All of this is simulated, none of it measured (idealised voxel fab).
process module | voxel air gaps
cross-section cut | 175 nm wide | cells 5 nm
A cross-section is a grid of square cells, given in bands from the top down. A band is one or more rows of cells.
Each band's line starts with the height of the band's top and of its bottom, in nm. Then come its materials from left to right, each with its width in nm. One material with "throughout" fills the band from edge to edge. "air" is empty space.
Height 0 is the level under which the wafer as received is all one material. The lowest band goes on downwards, as in "0 down".
A width such as "30 to 40" changes by the same amount from each row of cells to the next, from the band's top row to its bottom row.
"no change" after a step means that no cell of the cross-section changed.
closed voids: empty space of 8 cells or more with no open way to the top, each as width x height at its distance from the left edge, in nm
after a step's settings: what the simulator itself notes on the step
overlay nm, on a step with a mask: how far to the right of its planned place the mask lay; to the left if negative
plan
1 op RECEIVE | material Si
2 op CONFORMAL_DEP | material SiO2 | thk nm 15
3 op CONFORMAL_DEP | material SiN | thk nm 5
4 op DIRECTIONAL_DEP | material SiO2 | thk nm 35
5 op MASKED_ETCH | tone open | mask id LINES | width nm 15 | pitch nm 40 | etch materials SiO2 | depth nm 35 | overlay nm 0
6 op CONFORMAL_DEP | material TiN | thk nm 5
7 op FILL_DEP | material Cu | thk nm 10
8 op CMP | height nm 55
9 op EPI | material Ru | thk nm 10
10 op SELECTIVE_ETCH | etch materials SiO2 | depth nm 45
11 op CONFORMAL_DEP | material SiCN | thk nm 5
as received, after step 1
  0 down: Si throughout
  closed voids: none
a wafer at the end: this start, this plan, one mistake
  70 to 65: air 5 | SiCN 165 | air 5
  65 to 55: air 5 | SiCN 5 | Ru 35 | SiCN 5 | Ru 35 | SiCN 5 | Ru 35 | SiCN 5 | Ru 35 | SiCN 5 | air 5
  55 to 25: air 5 | SiCN 5 | Ru 10 | TiN 5 | Cu 5 | TiN 5 | Ru 10 | SiCN 5 | Ru 10 | TiN 5 | Cu 5 | TiN 5 | Ru 10 | SiCN 5 | Ru 10 | TiN 5 | Cu 5 | TiN 5 | Ru 10 | SiCN 5 | Ru 10 | TiN 5 | Cu 5 | TiN 5 | Ru 10 | SiCN 5 | air 5
  25 to 20: SiCN 10 | Ru 10 | TiN 15 | Ru 10 | SiCN 5 | Ru 10 | TiN 15 | Ru 10 | SiCN 5 | Ru 10 | TiN 15 | Ru 10 | SiCN 5 | Ru 10 | TiN 15 | Ru 10 | SiCN 10
  20 to 15: SiN throughout
  15 to 0: SiO2 throughout
  0 down: Si throughout
  closed voids: none
what went wrong: steps 9 and 10 were swapped
